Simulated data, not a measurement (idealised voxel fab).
Herein follows the process module entitled voxel ribs on slabs.
Pictured: cross-section cut, 140 nm wide, on a grid of 5 nm square cells.
For the purposes of this document, a cross-section shall be understood as a grid of square cells, specified as bands listed in top-to-bottom order, each band consisting of one or more rows of cells. Look at the band entry: it leads with the top's height and the bottom's height in nm. Then it lists the materials left to right, with a width in nm for each. The word "everywhere" on a single material says that material fills the band edge to edge. The word "empty" is empty space. Measure heights from 0. That's the level where, below it, the as-received wafer is all one material. The lowest band is bottomless and extends downward; write it as in "0 nm and below". A width such as "30 to 40" changes by the same amount from each row of cells to the next, from the band's top row to its bottom row. Where a step carries "nothing altered", the cross-section came out of it unchanged, cell for cell. "Closed voids list" lists enclosed empty spaces (at least 8 cells, no open path upward to the top), each as width x height at distance from the left edge, in nm. Post-settings text on a step line: simulator's own remark regarding the step. Each step line may optionally specify "overlay nm", which for a step with a mask gives the rightward distance between the mask's planned place and where it lay, a negative value indicating the leftward direction. The remainder of this document consists of a sequence of paired cross-sections. Each pair presents the cross-section prior to one process step together with the cross-section following it, the latter being rendered only as deep as the lowest band that underwent change. The intervening step, together with its settings, is stated beneath each pair. Because the pairs may originate from different runs of this module on the same starting wafer, a given pair is to be read as continuing from the preceding pair only where its entry headed "Prior state" so indicates.
Prior state:
* 0 nm and below | Si everywhere
* Closed voids list: none
Step Result:
* 20 nm to 0 nm | SiO2 everywhere
* Lower than 0, everything is as it was.
* Closed voids list: none
Can you say which step sits between the two cross-sections above? DIRECTIONAL_DEP | material SiO2 | thk nm 20
Prior state: the state before this step is the cross-section shown after the step in the pair just above.
Step Result:
* 40 nm to 20 nm | polySi everywhere
* Lower than 20, everything is as it was.
* Closed voids list: none
Can you say which step sits between the two cross-sections above? DIRECTIONAL_DEP | material polySi | thk nm 20
Prior state: the state before this step is the cross-section shown after the step in the pair just above.
Step Result:
* 50 nm to 40 nm | aC everywhere
* Lower than 40, everything is as it was.
* Closed voids list: none
Can you say which step sits between the two cross-sections above? DIRECTIONAL_DEP | material aC | thk nm 10
Prior state: the state before this step is the cross-section shown after the step in the pair just above.
Step Result:
* 80 nm to 50 nm | 60 nm empty; 20 nm resist; 60 nm empty
* Lower than 50, everything is as it was.
* Closed voids list: none
Can you say which step sits between the two cross-sections above? PATTERN | tone cover | mask id RIB | material resist | width nm 20 | thk nm 30 | overlay nm 0
Prior state: the state before this step is the cross-section shown after the step in the pair just above.
Step Result:
* 70 nm to 50 nm | 60 nm empty; 20 nm resist; 60 nm empty
* 50 nm to 40 nm | 60 nm empty; 20 nm aC; 60 nm empty
* Lower than 40, everything is as it was.
* Closed voids list: none
Can you say which step sits between the two cross-sections above? DIRECTIONAL_ETCH | etch materials aC | depth nm 10
Prior state: the state before this step is the cross-section shown after the step in the pair just above.
Step Result:
* 50 nm to 40 nm | 60 nm empty; 20 nm aC; 60 nm empty
* Lower than 40, everything is as it was.
* Closed voids list: none
Can you say which step sits between the two cross-sections above? STRIP | etch materials resist
Prior state: the state before this step is the cross-section shown after the step in the pair just above.
Step Result:
* 50 nm to 40 nm | 60 nm empty; 20 nm aC; 60 nm empty
* 40 nm to 25 nm | 60 nm empty; 20 nm polySi; 60 nm empty
* Lower than 25, everything is as it was.
* Closed voids list: none
Can you say which step sits between the two cross-sections above? DIRECTIONAL_ETCH | etch materials polySi | depth nm 15
Prior state: the state before this step is the cross-section shown after the step in the pair just above.
Step Result:
* 40 nm to 25 nm | 60 nm empty; 20 nm polySi; 60 nm empty
* Lower than 25, everything is as it was.
* Closed voids list: none
Can you say which step sits between the two cross-sections above? STRIP | etch materials aC
Prior state: the state before this step is the cross-section shown after the step in the pair just above.
Step Result:
* 40 nm to 25 nm | 60 nm empty; 20 nm polySi; 60 nm empty
* 25 nm to 20 nm | 45 nm empty; 50 nm polySi; 45 nm empty
* Lower than 20, everything is as it was.
* Closed voids list: none
Can you say which step sits between the two cross-sections above? MASKED_ETCH | tone cover | mask id SLAB | width nm 50 | etch materials polySi | depth nm 5 | overlay nm 0
Prior state: the state before this step is the cross-section shown after the step in the pair just above.
Step Result:
* 60 nm to 40 nm | SiO2 everywhere
* 40 nm to 25 nm | 60 nm SiO2; 20 nm polySi; 60 nm SiO2
* 25 nm to 20 nm | 45 nm SiO2; 50 nm polySi; 45 nm SiO2
* Lower than 20, everything is as it was.
* Closed voids list: none
Can you say which step sits between the two cross-sections above? FILL_DEP | material SiO2 | thk nm 20
Prior state: the state before this step is the cross-section shown after the step in the pair just above.
Step Result:
* 55 nm to 40 nm | SiO2 everywhere
* Lower than 40, everything is as it was.
* Closed voids list: none
Can you say which step sits between the two cross-sections above? CMP | height nm 55
Prior state: the state before this step is the cross-section shown after the step in the pair just above.
Step Result:
* 65 nm to 55 nm | W everywhere
* Lower than 55, everything is as it was.
* Closed voids list: none
Can you say which step sits between the two cross-sections above? DIRECTIONAL_DEP | material W | thk nm 10
Prior state: the state before this step is the cross-section shown after the step in the pair just above.
Step Result:
* 65 nm to 55 nm | 55 nm empty; 30 nm W; 55 nm empty
* Lower than 55, everything is as it was.
* Closed voids list: none
Can you say which step sits between the two cross-sections above? MASKED_ETCH | tone cover | mask id HEATER | width nm 30 | etch materials W | depth nm 10 | overlay nm 0
Prior state: the state before this step is the cross-section shown after the step in the pair just above.
Step Result:
* 70 nm to 65 nm | 50 nm empty; 40 nm SiN; 50 nm empty
* 65 nm to 60 nm | 50 nm empty; 5 nm SiN; 30 nm W; 5 nm SiN; 50 nm empty
* 60 nm to 55 nm | 55 nm SiN; 30 nm W; 55 nm SiN
* Lower than 55, everything is as it was.
* Closed voids list: none
Can you say which step sits between the two cross-sections above? CONFORMAL_DEP | material SiN | thk nm 5
Prior state:
* 40 nm to 20 nm | polySi everywhere
* 20 nm to 0 nm | SiO2 everywhere
* 0 nm and below | Si everywhere
* Closed voids list: none
Step Result:
* 60 nm to 20 nm | polySi everywhere
* Lower than 20, everything is as it was.
* Closed voids list: none
Can you say which step sits between the two cross-sections above? DIRECTIONAL_DEP | material polySi | thk nm 20
Prior state: the state before this step is the cross-section shown after the step in the pair just above.
Step Result:
* 70 nm to 60 nm | aC everywhere
* Lower than 60, everything is as it was.
* Closed voids list: none
Can you say which step sits between the two cross-sections above? DIRECTIONAL_DEP | material aC | thk nm 10
Prior state: the state before this step is the cross-section shown after the step in the pair just above.
Step Result:
* 100 nm to 70 nm | 60 nm empty; 20 nm resist; 60 nm empty
* Lower than 70, everything is as it was.
* Closed voids list: none
Can you say which step sits between the two cross-sections above? PATTERN | tone cover | mask id RIB | material resist | width nm 20 | thk nm 30 | overlay nm 0
Prior state: the state before this step is the cross-section shown after the step in the pair just above.
Step Result:
* 90 nm to 70 nm | 60 nm empty; 20 nm resist; 60 nm empty
* 70 nm to 60 nm | 60 nm empty; 20 nm aC; 60 nm empty
* Lower than 60, everything is as it was.
* Closed voids list: none
Can you say which step sits between the two cross-sections above? DIRECTIONAL_ETCH | etch materials aC | depth nm 10
Prior state: the state before this step is the cross-section shown after the step in the pair just above.
Step Result:
* 70 nm to 60 nm | 60 nm empty; 20 nm aC; 60 nm empty
* Lower than 60, everything is as it was.
* Closed voids list: none
Can you say which step sits between the two cross-sections above? STRIP | etch materials resist
Prior state: the state before this step is the cross-section shown after the step in the pair just above.
Step Result:
* 70 nm to 60 nm | 60 nm empty; 20 nm aC; 60 nm empty
* 60 nm to 45 nm | 60 nm empty; 20 nm polySi; 60 nm empty
* Lower than 45, everything is as it was.
* Closed voids list: none
Can you say which step sits between the two cross-sections above? DIRECTIONAL_ETCH | etch materials polySi | depth nm 15
Prior state: the state before this step is the cross-section shown after the step in the pair just above.
Step Result:
* 60 nm to 45 nm | 60 nm empty; 20 nm polySi; 60 nm empty
* Lower than 45, everything is as it was.
* Closed voids list: none
Can you say which step sits between the two cross-sections above? STRIP | etch materials aC
Prior state: the state before this step is the cross-section shown after the step in the pair just above.
Step Result:
* 60 nm to 45 nm | 60 nm empty; 20 nm polySi; 60 nm empty
* 45 nm to 40 nm | 45 nm empty; 50 nm polySi; 45 nm empty
* Lower than 40, everything is as it was.
* Closed voids list: none
Can you say which step sits between the two cross-sections above? MASKED_ETCH | tone cover | mask id SLAB | width nm 50 | etch materials polySi | depth nm 5 | overlay nm 0
Prior state: the state before this step is the cross-section shown after the step in the pair just above.
Step Result:
* 80 nm to 60 nm | SiO2 everywhere
* 60 nm to 45 nm | 60 nm SiO2; 20 nm polySi; 60 nm SiO2
* 45 nm to 40 nm | 45 nm SiO2; 50 nm polySi; 45 nm SiO2
* Lower than 40, everything is as it was.
* Closed voids list: none
Can you say which step sits between the two cross-sections above? FILL_DEP | material SiO2 | thk nm 20
Prior state: the state before this step is the cross-section shown after the step in the pair just above.
Step Result:
* 55 nm to 45 nm | 60 nm SiO2; 20 nm polySi; 60 nm SiO2
* Lower than 45, everything is as it was.
* Closed voids list: none
Can you say which step sits between the two cross-sections above? CMP | height nm 55
Prior state: the state before this step is the cross-section shown after the step in the pair just above.
Step Result:
* 65 nm to 55 nm | W everywhere
* Lower than 55, everything is as it was.
* Closed voids list: none
Can you say which step sits between the two cross-sections above? DIRECTIONAL_DEP | material W | thk nm 10
Prior state: the state before this step is the cross-section shown after the step in the pair just above.
Step Result:
* 65 nm to 55 nm | 55 nm empty; 30 nm W; 55 nm empty
* Lower than 55, everything is as it was.
* Closed voids list: none
Can you say which step sits between the two cross-sections above? MASKED_ETCH | tone cover | mask id HEATER | width nm 30 | etch materials W | depth nm 10 | overlay nm 0
Prior state: the state before this step is the cross-section shown after the step in the pair just above.
Step Result:
* 70 nm to 65 nm | 50 nm empty; 40 nm SiN; 50 nm empty
* 65 nm to 60 nm | 50 nm empty; 5 nm SiN; 30 nm W; 5 nm SiN; 50 nm empty
* 60 nm to 55 nm | 55 nm SiN; 30 nm W; 55 nm SiN
* Lower than 55, everything is as it was.
* Closed voids list: none
Can you say which step sits between the two cross-sections above? CONFORMAL_DEP | material SiN | thk nm 5
Prior state:
* 20 nm to 0 nm | SiO2 everywhere
* 0 nm and below | Si everywhere
* Closed voids list: none
Step Result:
* 30 nm to 20 nm | aC everywhere
* Lower than 20, everything is as it was.
* Closed voids list: none
Can you say which step sits between the two cross-sections above? DIRECTIONAL_DEP | material aC | thk nm 10
Prior state: the state before this step is the cross-section shown after the step in the pair just above.
Step Result:
* 50 nm to 30 nm | polySi everywhere
* Lower than 30, everything is as it was.
* Closed voids list: none
Can you say which step sits between the two cross-sections above? DIRECTIONAL_DEP | material polySi | thk nm 20
Prior state: the state before this step is the cross-section shown after the step in the pair just above.
Step Result:
* 80 nm to 50 nm | 60 nm empty; 20 nm resist; 60 nm empty
* Lower than 50, everything is as it was.
* Closed voids list: none
Can you say which step sits between the two cross-sections above? PATTERN | tone cover | mask id RIB | material resist | width nm 20 | thk nm 30 | overlay nm 0
Prior state: the state before this step is the cross-section shown after the step in the pair just above.
Step Result:
* 70 nm to 50 nm | 60 nm empty; 20 nm resist; 60 nm empty
* Lower than 50, everything is as it was.
* Closed voids list: none
Can you say which step sits between the two cross-sections above? DIRECTIONAL_ETCH | etch materials aC | depth nm 10
Prior state: the state before this step is the cross-section shown after the step in the pair just above.
Step Result:
* 50 nm to 30 nm | polySi everywhere
* Lower than 30, everything is as it was.
* Closed voids list: none
Can you say which step sits between the two cross-sections above? STRIP | etch materials resist
Prior state: the state before this step is the cross-section shown after the step in the pair just above.
Step Result:
* 35 nm to 30 nm | polySi everywhere
* Lower than 30, everything is as it was.
* Closed voids list: none
Can you say which step sits between the two cross-sections above? DIRECTIONAL_ETCH | etch materials polySi | depth nm 15
Prior state: the state before this step is the cross-section shown after the step in the pair just above.
Step Result:
* 35 nm to 30 nm | 45 nm empty; 50 nm polySi; 45 nm empty
* Lower than 30, everything is as it was.
* Closed voids list: none
Can you say which step sits between the two cross-sections above? MASKED_ETCH | tone cover | mask id SLAB | width nm 50 | etch materials polySi | depth nm 5 | overlay nm 0
Prior state: the state before this step is the cross-section shown after the step in the pair just above.
Step Result:
* 55 nm to 35 nm | SiO2 everywhere
* 35 nm to 30 nm | 45 nm SiO2; 50 nm polySi; 45 nm SiO2
* Lower than 30, everything is as it was.
* Closed voids list: none
Can you say which step sits between the two cross-sections above? FILL_DEP | material SiO2 | thk nm 20
Prior state: the state before this step is the cross-section shown after the step in the pair just above.
Step Result:
* 65 nm to 55 nm | W everywhere
* Lower than 55, everything is as it was.
* Closed voids list: none
Can you say which step sits between the two cross-sections above? DIRECTIONAL_DEP | material W | thk nm 10
Prior state: the state before this step is the cross-section shown after the step in the pair just above.
Step Result:
* 65 nm to 55 nm | 55 nm empty; 30 nm W; 55 nm empty
* Lower than 55, everything is as it was.
* Closed voids list: none
Can you say which step sits between the two cross-sections above? MASKED_ETCH | tone cover | mask id HEATER | width nm 30 | etch materials W | depth nm 10 | overlay nm 0
Prior state: the state before this step is the cross-section shown after the step in the pair just above.
Step Result:
* 70 nm to 65 nm | 50 nm empty; 40 nm SiN; 50 nm empty
* 65 nm to 60 nm | 50 nm empty; 5 nm SiN; 30 nm W; 5 nm SiN; 50 nm empty
* 60 nm to 55 nm | 55 nm SiN; 30 nm W; 55 nm SiN
* Lower than 55, everything is as it was.
* Closed voids list: none
Can you say which step sits between the two cross-sections above? CONFORMAL_DEP | material SiN | thk nm 5
Prior state:
* 50 nm to 40 nm | 60 nm empty; 20 nm aC; 60 nm empty
* 40 nm to 20 nm | polySi everywhere
* 20 nm to 0 nm | SiO2 everywhere
* 0 nm and below | Si everywhere
* Closed voids list: none
Step Result:
* 50 nm to 40 nm | 60 nm empty; 20 nm aC; 60 nm empty
* 40 nm to 35 nm | 60 nm empty; 20 nm polySi; 60 nm empty
* Lower than 35, everything is as it was.
* Closed voids list: none
Can you say which step sits between the two cross-sections above? DIRECTIONAL_ETCH | etch materials polySi | depth nm 5
Prior state: the state before this step is the cross-section shown after the step in the pair just above.
Step Result:
* 40 nm to 35 nm | 60 nm empty; 20 nm polySi; 60 nm empty
* Lower than 35, everything is as it was.
* Closed voids list: none
Can you say which step sits between the two cross-sections above? STRIP | etch materials aC
Prior state: the state before this step is the cross-section shown after the step in the pair just above.
Step Result:
* 40 nm to 30 nm | 60 to 45 nm empty; 20 to 50 nm polySi; 60 to 45 nm empty
* Lower than 30, everything is as it was.
* Closed voids list: none
Can you say which step sits between the two cross-sections above? MASKED_ETCH | tone cover | mask id SLAB | width nm 50 | etch materials polySi | depth nm 5 | overlay nm 0
Prior state: the state before this step is the cross-section shown after the step in the pair just above.
Step Result:
* 60 nm to 40 nm | SiO2 everywhere
* 40 nm to 30 nm | 60 to 45 nm SiO2; 20 to 50 nm polySi; 60 to 45 nm SiO2
* Lower than 30, everything is as it was.
* Closed voids list: none
Can you say which step sits between the two cross-sections above? FILL_DEP | material SiO2 | thk nm 20
Prior state: the state before this step is the cross-section shown after the step in the pair just above.
Step Result:
* 55 nm to 40 nm | SiO2 everywhere
* Lower than 40, everything is as it was.
* Closed voids list: none
Can you say which step sits between the two cross-sections above? CMP | height nm 55
Prior state: the state before this step is the cross-section shown after the step in the pair just above.
Step Result:
* 65 nm to 55 nm | W everywhere
* Lower than 55, everything is as it was.
* Closed voids list: none
Can you say which step sits between the two cross-sections above? DIRECTIONAL_DEP | material W | thk nm 10
Prior state: the state before this step is the cross-section shown after the step in the pair just above.
Step Result:
* 65 nm to 55 nm | 55 nm empty; 30 nm W; 55 nm empty
* Lower than 55, everything is as it was.
* Closed voids list: none
Can you say which step sits between the two cross-sections above? MASKED_ETCH | tone cover | mask id HEATER | width nm 30 | etch materials W | depth nm 10 | overlay nm 0
Prior state: the state before this step is the cross-section shown after the step in the pair just above.
Step Result:
* 70 nm to 65 nm | 50 nm empty; 40 nm SiN; 50 nm empty
* 65 nm to 60 nm | 50 nm empty; 5 nm SiN; 30 nm W; 5 nm SiN; 50 nm empty
* 60 nm to 55 nm | 55 nm SiN; 30 nm W; 55 nm SiN
* Lower than 55, everything is as it was.
* Closed voids list: none
Can you say which step sits between the two cross-sections above? CONFORMAL_DEP | material SiN | thk nm 5
Prior state:
* 65 nm to 55 nm | W everywhere
* 55 nm to 40 nm | SiO2 everywhere
* 40 nm to 25 nm | 60 nm SiO2; 20 nm polySi; 60 nm SiO2
* 25 nm to 20 nm | 45 nm SiO2; 50 nm polySi; 45 nm SiO2
* 20 nm to 0 nm | SiO2 everywhere
* 0 nm and below | Si everywhere
* Closed voids list: none
Step Result:
* 65 nm to 55 nm | 60 nm empty; 25 nm W; 55 nm empty
* Lower than 55, everything is as it was.
* Closed voids list: none
Can you say which step sits between the two cross-sections above? MASKED_ETCH | tone cover | mask id HEATER | width nm 25 | etch materials W | depth nm 10 | overlay nm 0
Prior state: the state before this step is the cross-section shown after the step in the pair just above.
Step Result:
* 70 nm to 65 nm | 55 nm empty; 35 nm SiN; 50 nm empty
* 65 nm to 60 nm | 55 nm empty; 5 nm SiN; 25 nm W; 5 nm SiN; 50 nm empty
* 60 nm to 55 nm | 60 nm SiN; 25 nm W; 55 nm SiN
* Lower than 55, everything is as it was.
* Closed voids list: none
Can you say which step sits between the two cross-sections above? CONFORMAL_DEP | material SiN | thk nm 5
Prior state:
* 50 nm to 40 nm | aC everywhere
* 40 nm to 20 nm | polySi everywhere
* 20 nm to 0 nm | SiO2 everywhere
* 0 nm and below | Si everywhere
* Closed voids list: none
Step Result:
* 80 nm to 50 nm | 70 nm empty; 20 nm resist; 50 nm empty
* Lower than 50, everything is as it was.
* Closed voids list: none
Can you say which step sits between the two cross-sections above? PATTERN | tone cover | mask id RIB | material resist | width nm 20 | thk nm 30 | overlay nm 10
Prior state: the state before this step is the cross-section shown after the step in the pair just above.
Step Result:
* 70 nm to 50 nm | 70 nm empty; 20 nm resist; 50 nm empty
* 50 nm to 40 nm | 70 nm empty; 20 nm aC; 50 nm empty
* Lower than 40, everything is as it was.
* Closed voids list: none
Can you say which step sits between the two cross-sections above? DIRECTIONAL_ETCH | etch materials aC | depth nm 10
Prior state: the state before this step is the cross-section shown after the step in the pair just above.
Step Result:
* 50 nm to 40 nm | 70 nm empty; 20 nm aC; 50 nm empty
* Lower than 40, everything is as it was.
* Closed voids list: none
Can you say which step sits between the two cross-sections above? STRIP | etch materials resist
Prior state: the state before this step is the cross-section shown after the step in the pair just above.
Step Result:
* 50 nm to 40 nm | 70 nm empty; 20 nm aC; 50 nm empty
* 40 nm to 25 nm | 70 nm empty; 20 nm polySi; 50 nm empty
* Lower than 25, everything is as it was.
* Closed voids list: none
Can you say which step sits between the two cross-sections above? DIRECTIONAL_ETCH | etch materials polySi | depth nm 15
Prior state: the state before this step is the cross-section shown after the step in the pair just above.
Step Result:
* 40 nm to 25 nm | 70 nm empty; 20 nm polySi; 50 nm empty
* Lower than 25, everything is as it was.
* Closed voids list: none
Can you say which step sits between the two cross-sections above? STRIP | etch materials aC
Prior state: the state before this step is the cross-section shown after the step in the pair just above.
Step Result:
* 40 nm to 25 nm | 70 nm empty; 20 nm polySi; 50 nm empty
* 25 nm to 20 nm | 45 nm empty; 50 nm polySi; 45 nm empty
* Lower than 20, everything is as it was.
* Closed voids list: none
Can you say which step sits between the two cross-sections above? MASKED_ETCH | tone cover | mask id SLAB | width nm 50 | etch materials polySi | depth nm 5 | overlay nm 0
Prior state: the state before this step is the cross-section shown after the step in the pair just above.
Step Result:
* 60 nm to 40 nm | SiO2 everywhere
* 40 nm to 25 nm | 70 nm SiO2; 20 nm polySi; 50 nm SiO2
* 25 nm to 20 nm | 45 nm SiO2; 50 nm polySi; 45 nm SiO2
* Lower than 20, everything is as it was.
* Closed voids list: none
Can you say which step sits between the two cross-sections above? FILL_DEP | material SiO2 | thk nm 20
Prior state: the state before this step is the cross-section shown after the step in the pair just above.
Step Result:
* 55 nm to 40 nm | SiO2 everywhere
* Lower than 40, everything is as it was.
* Closed voids list: none
Can you say which step sits between the two cross-sections above? CMP | height nm 55
Prior state: the state before this step is the cross-section shown after the step in the pair just above.
Step Result:
* 65 nm to 55 nm | W everywhere
* Lower than 55, everything is as it was.
* Closed voids list: none
Can you say which step sits between the two cross-sections above? DIRECTIONAL_DEP | material W | thk nm 10
Prior state: the state before this step is the cross-section shown after the step in the pair just above.
Step Result:
* 65 nm to 55 nm | 55 nm empty; 30 nm W; 55 nm empty
* Lower than 55, everything is as it was.
* Closed voids list: none
Can you say which step sits between the two cross-sections above? MASKED_ETCH | tone cover | mask id HEATER | width nm 30 | etch materials W | depth nm 10 | overlay nm 0
Prior state: the state before this step is the cross-section shown after the step in the pair just above.
Step Result:
* 70 nm to 65 nm | 50 nm empty; 40 nm SiN; 50 nm empty
* 65 nm to 60 nm | 50 nm empty; 5 nm SiN; 30 nm W; 5 nm SiN; 50 nm empty
* 60 nm to 55 nm | 55 nm SiN; 30 nm W; 55 nm SiN
* Lower than 55, everything is as it was.
* Closed voids list: none
Can you say which step sits between the two cross-sections above? CONFORMAL_DEP | material SiN | thk nm 5
Prior state:
* 0 nm and below | Si everywhere
* Closed voids list: none
Step Result:
* 20 nm to 0 nm | SiN everywhere
* Lower than 0, everything is as it was.
* Closed voids list: none
Can you say which step sits between the two cross-sections above? DIRECTIONAL_DEP | material SiN | thk nm 20
Prior state: the state before this step is the cross-section shown after the step in the pair just above.
Step Result:
* 40 nm to 20 nm | polySi everywhere
* Lower than 20, everything is as it was.
* Closed voids list: none
Can you say which step sits between the two cross-sections above? DIRECTIONAL_DEP | material polySi | thk nm 20
Prior state: the state before this step is the cross-section shown after the step in the pair just above.
Step Result:
* 50 nm to 40 nm | aC everywhere
* Lower than 40, everything is as it was.
* Closed voids list: none
Can you say which step sits between the two cross-sections above? DIRECTIONAL_DEP | material aC | thk nm 10
Prior state: the state before this step is the cross-section shown after the step in the pair just above.
Step Result:
* 80 nm to 50 nm | 60 nm empty; 20 nm resist; 60 nm empty
* Lower than 50, everything is as it was.
* Closed voids list: none
Can you say which step sits between the two cross-sections above? PATTERN | tone cover | mask id RIB | material resist | width nm 20 | thk nm 30 | overlay nm 0
Prior state: the state before this step is the cross-section shown after the step in the pair just above.
Step Result:
* 70 nm to 50 nm | 60 nm empty; 20 nm resist; 60 nm empty
* 50 nm to 40 nm | 60 nm empty; 20 nm aC; 60 nm empty
* Lower than 40, everything is as it was.
* Closed voids list: none
Can you say which step sits between the two cross-sections above? DIRECTIONAL_ETCH | etch materials aC | depth nm 10
Prior state: the state before this step is the cross-section shown after the step in the pair just above.
Step Result:
* 50 nm to 40 nm | 60 nm empty; 20 nm aC; 60 nm empty
* Lower than 40, everything is as it was.
* Closed voids list: none
Can you say which step sits between the two cross-sections above? STRIP | etch materials resist
Prior state: the state before this step is the cross-section shown after the step in the pair just above.
Step Result:
* 50 nm to 40 nm | 60 nm empty; 20 nm aC; 60 nm empty
* 40 nm to 25 nm | 60 nm empty; 20 nm polySi; 60 nm empty
* Lower than 25, everything is as it was.
* Closed voids list: none
Can you say which step sits between the two cross-sections above? DIRECTIONAL_ETCH | etch materials polySi | depth nm 15
Prior state: the state before this step is the cross-section shown after the step in the pair just above.
Step Result:
* 40 nm to 25 nm | 60 nm empty; 20 nm polySi; 60 nm empty
* Lower than 25, everything is as it was.
* Closed voids list: none
Can you say which step sits between the two cross-sections above? STRIP | etch materials aC
Prior state: the state before this step is the cross-section shown after the step in the pair just above.
Step Result:
* 40 nm to 25 nm | 60 nm empty; 20 nm polySi; 60 nm empty
* 25 nm to 20 nm | 45 nm empty; 50 nm polySi; 45 nm empty
* Lower than 20, everything is as it was.
* Closed voids list: none
Can you say which step sits between the two cross-sections above? MASKED_ETCH | tone cover | mask id SLAB | width nm 50 | etch materials polySi | depth nm 5 | overlay nm 0
Prior state: the state before this step is the cross-section shown after the step in the pair just above.
Step Result:
* 60 nm to 40 nm | SiO2 everywhere
* 40 nm to 25 nm | 60 nm SiO2; 20 nm polySi; 60 nm SiO2
* 25 nm to 20 nm | 45 nm SiO2; 50 nm polySi; 45 nm SiO2
* Lower than 20, everything is as it was.
* Closed voids list: none
Can you say which step sits between the two cross-sections above? FILL_DEP | material SiO2 | thk nm 20
Prior state: the state before this step is the cross-section shown after the step in the pair just above.
Step Result:
* 55 nm to 40 nm | SiO2 everywhere
* Lower than 40, everything is as it was.
* Closed voids list: none
Can you say which step sits between the two cross-sections above? CMP | height nm 55
Prior state: the state before this step is the cross-section shown after the step in the pair just above.
Step Result:
* 65 nm to 55 nm | W everywhere
* Lower than 55, everything is as it was.
* Closed voids list: none
Can you say which step sits between the two cross-sections above? DIRECTIONAL_DEP | material W | thk nm 10
Prior state: the state before this step is the cross-section shown after the step in the pair just above.
Step Result:
* 65 nm to 55 nm | 55 nm empty; 30 nm W; 55 nm empty
* Lower than 55, everything is as it was.
* Closed voids list: none
Can you say which step sits between the two cross-sections above? MASKED_ETCH | tone cover | mask id HEATER | width nm 30 | etch materials W | depth nm 10 | overlay nm 0
Prior state: the state before this step is the cross-section shown after the step in the pair just above.
Step Result:
* 70 nm to 65 nm | 50 nm empty; 40 nm SiN; 50 nm empty
* 65 nm to 60 nm | 50 nm empty; 5 nm SiN; 30 nm W; 5 nm SiN; 50 nm empty
* 60 nm to 55 nm | 55 nm SiN; 30 nm W; 55 nm SiN
* Lower than 55, everything is as it was.
* Closed voids list: none
Can you say which step sits between the two cross-sections above? CONFORMAL_DEP | material SiN | thk nm 5
Prior state:
* 65 nm to 55 nm | W everywhere
* 55 nm to 40 nm | SiO2 everywhere
* 40 nm to 25 nm | 60 nm SiO2; 20 nm polySi; 60 nm SiO2
* 25 nm to 20 nm | 45 nm SiO2; 50 nm polySi; 45 nm SiO2
* 20 nm to 0 nm | SiO2 everywhere
* 0 nm and below | Si everywhere
* Closed voids list: none
Step Result:
* 65 nm to 55 nm | 55 nm W; 30 nm empty; 55 nm W
* Lower than 55, everything is as it was.
* Closed voids list: none
Can you say which step sits between the two cross-sections above? MASKED_ETCH | tone open | mask id HEATER | width nm 30 | etch materials W | depth nm 10 | overlay nm 0
Prior state: the state before this step is the cross-section shown after the step in the pair just above.
Step Result:
* 70 nm to 65 nm | 60 nm SiN; 20 nm empty; 60 nm SiN
* 65 nm to 60 nm | 55 nm W; 5 nm SiN; 20 nm empty; 5 nm SiN; 55 nm W
* 60 nm to 55 nm | 55 nm W; 30 nm SiN; 55 nm W
* Lower than 55, everything is as it was.
* Closed voids list: none
Can you say which step sits between the two cross-sections above? CONFORMAL_DEP | material SiN | thk nm 5
